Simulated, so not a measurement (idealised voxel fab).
process module | voxel self aligned vias
cross-section cut | 270 nm wide | cells 5 nm
A cross-section is a grid of square cells, given in bands from the top down. A band is one or more rows of cells.
Each band's line starts with the height of the band's top and of its bottom, in nm. Then come its materials from left to right, each with its width in nm. One material with "throughout" fills the band from edge to edge. "air" is empty space.
Height 0 is the level under which the wafer as received is all one material. The lowest band goes on downwards, as in "0 down".
A width such as "30 to 40" changes by the same amount from each row of cells to the next, from the band's top row to its bottom row.
"no change" after a step means that no cell of the cross-section changed.
closed voids: empty space of 8 cells or more with no open way to the top, each as width x height at its distance from the left edge, in nm
after a step's settings: what the simulator itself notes on the step
overlay nm, on a step with a mask: how far to the right of its planned place the mask lay; to the left if negative
plan
1 op RECEIVE | material Si
2 op CONFORMAL_DEP | material SiO2 | thk nm 15
3 op CONFORMAL_DEP | material SiCN | thk nm 5
4 op DIRECTIONAL_DEP | material SiO2 | thk nm 30
5 op PATTERN | tone open | mask id LINES | material resist | width nm 25 | pitch nm 50 | thk nm 15 | overlay nm 0
6 op DIRECTIONAL_ETCH | etch materials SiO2 | depth nm 30
7 op STRIP | etch materials resist
8 op CONFORMAL_DEP | material TiN | thk nm 5
9 op FILL_DEP | material Ru | thk nm 10
10 op CMP | height nm 50
11 op SELECTIVE_ETCH | etch materials W Ru TiN | depth nm 5
12 op FILL_DEP | material SiN | thk nm 5
13 op CMP | height nm 50
14 op DIRECTIONAL_DEP | material SiO2 | thk nm 20
15 op MASKED_ETCH | tone open | mask id VIAS | width nm 35 | pitch nm 100 | etch materials SiO2 | depth nm 20 | overlay nm -15
16 op MASKED_ETCH | tone open | mask id VIAS | width nm 35 | pitch nm 100 | etch materials SiN | depth nm 5 | overlay nm 0
17 op CONFORMAL_DEP | material TiN | thk nm 5
18 op FILL_DEP | material Cu | thk nm 5
19 op CMP | height nm 70
20 op CONFORMAL_DEP | material SiN | thk nm 5
varied across the wafers: overlay nm of step 15. The plan shows the first wafer's value. All wafers start alike
first wafer as received, after step 1
  0 down: Si throughout
  closed voids: none
first wafer at the end, after step 20
  75 to 70: SiN throughout
  70 to 55: SiO2 50 | TiN 5 | Cu 25 | TiN 5 | SiO2 65 | TiN 5 | Cu 25 | TiN 5 | SiO2 85
  55 to 50: SiO2 50 | TiN 25 | Cu 5 | TiN 5 | SiO2 65 | TiN 25 | Cu 5 | TiN 5 | SiO2 85
  50 to 45: SiO2 70 | TiN 15 | SiN 10 | SiO2 25 | SiN 25 | SiO2 25 | TiN 15 | SiN 10 | SiO2 75
  45 to 25: SiO2 70 | TiN 5 | Ru 15 | TiN 5 | SiO2 25 | TiN 5 | Ru 15 | TiN 5 | SiO2 25 | TiN 5 | Ru 15 | TiN 5 | SiO2 75
  25 to 20: SiO2 70 | TiN 25 | SiO2 25 | TiN 25 | SiO2 25 | TiN 25 | SiO2 75
  20 to 15: SiCN throughout
  15 to 0: SiO2 throughout
  0 down: Si throughout
  closed voids: none
last wafer at the end
  75 to 70: SiN throughout
  70 to 55: SiO2 80 | TiN 5 | Cu 25 | TiN 5 | SiO2 65 | TiN 5 | Cu 25 | TiN 5 | SiO2 55
  55 to 50: SiO2 80 | TiN 5 | Cu 5 | TiN 25 | SiO2 65 | TiN 5 | Cu 5 | TiN 25 | SiO2 55
  50 to 45: SiO2 70 | SiN 10 | TiN 15 | SiO2 25 | SiN 25 | SiO2 25 | SiN 10 | TiN 15 | SiO2 75
  45 to 25: SiO2 70 | TiN 5 | Ru 15 | TiN 5 | SiO2 25 | TiN 5 | Ru 15 | TiN 5 | SiO2 25 | TiN 5 | Ru 15 | TiN 5 | SiO2 75
  25 to 20: SiO2 70 | TiN 25 | SiO2 25 | TiN 25 | SiO2 25 | TiN 25 | SiO2 75
  20 to 15: SiCN throughout
  15 to 0: SiO2 throughout
  0 down: Si throughout
  closed voids: none
each wafer at the end: cells of each material gained (+) or lost (-) since it was received, then its closed voids
overlay nm -15 | +32 Cu | +36 Ru | +54 SiCN | +63 SiN | +556 SiO2 | +69 TiN | closed voids: none
overlay nm -10 | +34 Cu | +36 Ru | +54 SiCN | +61 SiN | +556 SiO2 | +69 TiN | closed voids: none
overlay nm -5 | +36 Cu | +36 Ru | +54 SiCN | +59 SiN | +556 SiO2 | +69 TiN | closed voids: none
overlay nm 0 | +36 Cu | +36 Ru | +54 SiCN | +59 SiN | +556 SiO2 | +69 TiN | closed voids: none
overlay nm 5 | +36 Cu | +36 Ru | +54 SiCN | +59 SiN | +556 SiO2 | +69 TiN | closed voids: none
overlay nm 10 | +34 Cu | +36 Ru | +54 SiCN | +61 SiN | +556 SiO2 | +69 TiN | closed voids: none
overlay nm 15 | +32 Cu | +36 Ru | +54 SiCN | +63 SiN | +556 SiO2 | +69 TiN | closed voids: none
